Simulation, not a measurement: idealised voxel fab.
Module name: voxel wiring stack (process module)
Xsec cut, 210 nm wide, square cell size 5 nm.
When this document writes out a cross-section, it uses a grid of square cells and lists it as bands, beginning at the top and moving down, with a band standing for one or more rows of cells. In this notation a band is specified by the heights of its top and bottom, in that order and in nm, after which its materials appear from left to right, each paired with its width in nm. The word "everywhere" attached to a single material means that material fills the band from edge to edge; the word "blank" stands for empty space. A quick word on heights: they are counted from 0, and under that level the wafer as it came to us is one material throughout. The lowest band is different from the rest in having no bottom; it simply continues downward, written as in "0 nm and below". The expression "30..40" gives the width at the extremes of the band, the first number at its top row of cells and the second at its bottom row, with the width changing by equal amounts from each row to the next in between. For the purposes of this document, the phrase "no alterations made" attached to a step denotes that no cell within the cross-section was modified by that step. Closed-off voids of 8+ cells (no open route to the top) go in "Closed-off voids", written width x height at distance from the left edge, in nm. It should be noted that, on the line of a given step, the content following the step's settings is a remark produced by the simulator itself with respect to that step. You can add "overlay nm" to a step's line. For a step with a mask, it describes how far the mask lay to the right of its planned position, and a negative number describes a lay to the left.

**This section lists the process steps that were planned**
1,op RECEIVE | material Si
2,op CONFORMAL_DEP | material SiO2 | thk nm 10
3,op CONFORMAL_DEP | material SiN | thk nm 5
4,op DIRECTIONAL_DEP | material lowk | thk nm 25
5,op DIRECTIONAL_DEP | material aC | thk nm 15
6,op PATTERN | tone open | mask id METAL_1 | material resist | width nm 30 | pitch nm 45 | thk nm 30 | overlay nm 0
7,op DIRECTIONAL_ETCH | etch materials aC | depth nm 15
8,op STRIP | etch materials resist
9,op DIRECTIONAL_ETCH | etch materials lowk | depth nm 25
10,op DIRECTIONAL_ETCH | etch materials SiN | depth nm 5
11,op STRIP | etch materials aC
12,op CONFORMAL_DEP | material TiN | thk nm 5
13,op FILL_DEP | material Cu | thk nm 5
14,op CMP | height nm 40
15,op CONFORMAL_DEP | material SiCN | thk nm 5
16,op DIRECTIONAL_DEP | material lowk | thk nm 35
17,op DIRECTIONAL_DEP | material aC | thk nm 15
18,op PATTERN | tone open | mask id METAL_2_HOLES | material resist | width nm 15 | thk nm 35 | overlay nm 0
19,op DIRECTIONAL_ETCH | etch materials aC | depth nm 15
20,op STRIP | etch materials resist
21,op DIRECTIONAL_ETCH | etch materials lowk | depth nm 35
22,op STRIP | etch materials aC
23,op DIRECTIONAL_DEP | material aC | thk nm 15
24,op PATTERN | tone open | mask id METAL_2 | material resist | width nm 30 | pitch nm 45 | thk nm 30 | overlay nm 0
25,op DIRECTIONAL_ETCH | etch materials aC | depth nm 15
26,op STRIP | etch materials resist
27,op DIRECTIONAL_ETCH | etch materials lowk | depth nm 20
28,op DIRECTIONAL_ETCH | etch materials SiCN | depth nm 5
29,op STRIP | etch materials aC
30,op CONFORMAL_DEP | material TiN | thk nm 5
31,op FILL_DEP | material Cu | thk nm 5
32,op CMP | height nm 80
33,op CONFORMAL_DEP | material SiCN | thk nm 5
34,op DIRECTIONAL_DEP | material SiO2 | thk nm 15
35,op MASKED_ETCH | tone open | mask id PLUG_2 | width nm 15 | etch materials SiO2 | depth nm 15 | overlay nm 0
36,op MASKED_ETCH | tone open | mask id PLUG_2 | width nm 15 | etch materials SiCN | depth nm 5 | overlay nm 0
37,op EPI | material Ru | thk nm 10
38,op EPI | material Ru | thk nm 10
39,op CONFORMAL_DEP | material SiN | thk nm 5
40,op DIRECTIONAL_DEP | material lowk | thk nm 20
41,op PATTERN | tone open | mask id METAL_3 | material resist | width nm 30 | pitch nm 45 | thk nm 20 | overlay nm 0
42,op DIRECTIONAL_ETCH | etch materials lowk | depth nm 20
43,op DIRECTIONAL_ETCH | etch materials SiN | depth nm 5
44,op STRIP | etch materials resist
45,op CONFORMAL_DEP | material TiN | thk nm 5
46,op FILL_DEP | material W | thk nm 5
47,op CMP | height nm 125
48,op CONFORMAL_DEP | material SiCN | thk nm 5

**As received (post step 1): cross-section**
    0 nm and below | Si everywhere
    Closed-off voids: none

**End-of-module XS, first of two wafers, run as planned**
    130 nm to 125 nm | SiCN everywhere
    125 nm to 105 nm | lowk 65 nm, TiN 5 nm, W 20 nm, TiN 5 nm, lowk 15 nm, TiN 5 nm, W 20 nm, TiN 5 nm, lowk 70 nm
    105 nm to 100 nm | SiN 65 nm, TiN 30 nm, SiN 15 nm, TiN 30 nm, SiN 70 nm
    100 nm to 85 nm | SiO2 65 nm, Ru 15 nm, SiO2 130 nm
    85 nm to 80 nm | SiCN 65 nm, Ru 15 nm, SiCN 130 nm
    80 nm to 65 nm | lowk 65 nm, TiN 5 nm, Cu 20 nm, TiN 5 nm, lowk 15 nm, TiN 5 nm, Cu 20 nm, TiN 5 nm, lowk 70 nm
    65 nm to 60 nm | lowk 65 nm, TiN 5 nm, Cu 5 nm, TiN 20 nm, lowk 15 nm, TiN 30 nm, lowk 70 nm
    60 nm to 45 nm | lowk 65 nm, TiN 5 nm, Cu 5 nm, TiN 5 nm, lowk 130 nm
    45 nm to 40 nm | SiCN 65 nm, TiN 15 nm, SiCN 130 nm
    40 nm to 15 nm | lowk 65 nm, TiN 5 nm, Cu 20 nm, TiN 5 nm, lowk 15 nm, TiN 5 nm, Cu 20 nm, TiN 5 nm, lowk 70 nm
    15 nm to 10 nm | SiN 65 nm, TiN 30 nm, SiN 15 nm, TiN 30 nm, SiN 70 nm
    10 nm to 0 nm | SiO2 everywhere
    0 nm and below | Si everywhere
    Closed-off voids: none

**Here is the second of the two wafers cut open at the end of the module - same start, same plan as the first one, but we made one mistake running it**
    130 nm to 125 nm | SiCN everywhere
    125 nm to 120 nm | TiN 70 nm, W 20 nm, TiN 25 nm, W 20 nm, TiN 75 nm
    120 nm to 105 nm | lowk 65 nm, TiN 5 nm, W 20 nm, TiN 5 nm, lowk 15 nm, TiN 5 nm, W 20 nm, TiN 5 nm, lowk 70 nm
    105 nm to 100 nm | lowk 65 nm, TiN 30 nm, lowk 15 nm, TiN 30 nm, lowk 70 nm
    100 nm to 85 nm | SiO2 65 nm, Ru 15 nm, SiO2 130 nm
    85 nm to 80 nm | SiCN 65 nm, Ru 15 nm, SiCN 130 nm
    80 nm to 65 nm | lowk 65 nm, TiN 5 nm, Cu 20 nm, TiN 5 nm, lowk 15 nm, TiN 5 nm, Cu 20 nm, TiN 5 nm, lowk 70 nm
    65 nm to 60 nm | lowk 65 nm, TiN 5 nm, Cu 5 nm, TiN 20 nm, lowk 15 nm, TiN 30 nm, lowk 70 nm
    60 nm to 45 nm | lowk 65 nm, TiN 5 nm, Cu 5 nm, TiN 5 nm, lowk 130 nm
    45 nm to 40 nm | SiCN 65 nm, TiN 15 nm, SiCN 130 nm
    40 nm to 15 nm | lowk 65 nm, TiN 5 nm, Cu 20 nm, TiN 5 nm, lowk 15 nm, TiN 5 nm, Cu 20 nm, TiN 5 nm, lowk 70 nm
    15 nm to 10 nm | SiN 65 nm, TiN 30 nm, SiN 15 nm, TiN 30 nm, SiN 70 nm
    10 nm to 0 nm | SiO2 everywhere
    0 nm and below | Si everywhere
    Closed-off voids: none
Want to know what went wrong? heads up, step 39 of the plan was skipped and never actually ran
It is noted that, at the conclusion of processing, the second wafer exhibits a higher or lower cell count for certain materials relative to the first: -30 SiN | +30 TiN
